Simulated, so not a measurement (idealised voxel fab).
Presented below is a process module, voxel air gaps.
Section cut is 235 nm wide and gridded with 5 nm square cells.
Cross-section format: a grid of square cells, given as bands from top to bottom; each band is one or more rows of cells. Each band's line starts with the height of the band's top and of its bottom, in nm. Then come its materials from left to right, each with its width in nm. One material with "everywhere" fills the band from edge to edge. "blank" is empty space. Heights are reckoned from 0. Under this level, the received wafer is all of one material. The bottommost band is open-ended downward, for example "0 down". It should be noted that a width expressed as "30..40" varies in equal increments from row to row of cells within the band, taking the value of the first number at the top row and that of the second number at the bottom row. "no alterations made" for a step: no cell of the cross-section changed in that step. So "Trapped voids" is basically the list of trapped voids: any empty space of 8 cells or more that can't reach the top through an opening. They're written width x height at distance, the distance being from the left edge, and it's all nm. What comes after the settings on a step's line is commentary from the simulator itself on that step. overlay nm: where the mask lay relative to plan, measured to the right, on steps with a mask; negatives go left.
### Process steps foreseen in the plan
step 1: RECEIVE | material Si
step 2: CONFORMAL_DEP | material SiO2 | thk nm 15
step 3: CONFORMAL_DEP | material SiN | thk nm 5
step 4: DIRECTIONAL_DEP | material lowk | thk nm 35
step 5: DIRECTIONAL_DEP | material aC | thk nm 15
step 6: PATTERN | tone open | mask id LINES | material resist | width nm 25 | pitch nm 50 | thk nm 30 | overlay nm 0
step 7: DIRECTIONAL_ETCH | etch materials aC | depth nm 15
step 8: STRIP | etch materials resist
step 9: DIRECTIONAL_ETCH | etch materials lowk | depth nm 35
step 10: STRIP | etch materials aC
step 11: CONFORMAL_DEP | material TiN | thk nm 5
step 12: FILL_DEP | material Cu | thk nm 10
step 13: CMP | height nm 55
step 14: EPI | material Ru | thk nm 10
step 15: SELECTIVE_ETCH | etch materials lowk | depth nm 45
step 16: CONFORMAL_DEP | material SiCN | thk nm 5
### Incoming wafer, cross-sectional view, post step 1
	0 down | Si everywhere
	Trapped voids: none
### Looking at the first of two wafers in cross-section at end of module - ran to plan
	70 to 65 | 40 nm blank / 155 nm SiCN / 40 nm blank
	65 to 55 | 40 nm blank / 5 nm SiCN / 45 nm Ru / 5 nm SiCN / 45 nm Ru / 5 nm SiCN / 45 nm Ru / 5 nm SiCN / 40 nm blank
	55 to 50 | 40 nm blank / 15 nm SiCN / 5 nm TiN / 15 nm Cu / 5 nm TiN / 25 nm SiCN / 5 nm TiN / 15 nm Cu / 5 nm TiN / 25 nm SiCN / 5 nm TiN / 15 nm Cu / 5 nm TiN / 15 nm SiCN / 40 nm blank
	50 to 25 | 50 nm blank / 5 nm SiCN / 5 nm TiN / 15 nm Cu / 5 nm TiN / 5 nm SiCN / 15 nm blank / 5 nm SiCN / 5 nm TiN / 15 nm Cu / 5 nm TiN / 5 nm SiCN / 15 nm blank / 5 nm SiCN / 5 nm TiN / 15 nm Cu / 5 nm TiN / 5 nm SiCN / 50 nm blank
	25 to 20 | 55 nm SiCN / 25 nm TiN / 25 nm SiCN / 25 nm TiN / 25 nm SiCN / 25 nm TiN / 55 nm SiCN
	20 to 15 | SiN everywhere
	15 to 0 | SiO2 everywhere
	0 down | Si everywhere
	Trapped voids: 15 x 25 at 85; 15 x 25 at 135
### This cross-section belongs to the second wafer of two at the end of the module; the start and the plan were shared with the first, and the run included one mistake
	80 to 75 | 30 nm blank / 175 nm SiCN / 30 nm blank
	75 to 55 | 30 nm blank / 5 nm SiCN / 165 nm Ru / 5 nm SiCN / 30 nm blank
	55 to 50 | 30 nm blank / 25 nm SiCN / 5 nm TiN / 15 nm Cu / 5 nm TiN / 25 nm lowk / 5 nm TiN / 15 nm Cu / 5 nm TiN / 25 nm lowk / 5 nm TiN / 15 nm Cu / 5 nm TiN / 25 nm SiCN / 30 nm blank
	50 to 25 | 50 nm blank / 5 nm SiCN / 5 nm TiN / 15 nm Cu / 5 nm TiN / 25 nm lowk / 5 nm TiN / 15 nm Cu / 5 nm TiN / 25 nm lowk / 5 nm TiN / 15 nm Cu / 5 nm TiN / 5 nm SiCN / 50 nm blank
	25 to 20 | 55 nm SiCN / 25 nm TiN / 25 nm lowk / 25 nm TiN / 25 nm lowk / 25 nm TiN / 55 nm SiCN
	20 to 15 | SiN everywhere
	15 to 0 | SiO2 everywhere
	0 down | Si everywhere
	Trapped voids: none
Here's what went sideways: heads up, step 14 of the plan got done twice
Final tally in cells, some materials are higher or lower on the second wafer than on the first: 78 more of Ru; 32 fewer of SiCN; 70 more of lowk
So at the end we're looking at 2 closed voids on the first wafer and 0 on the second.
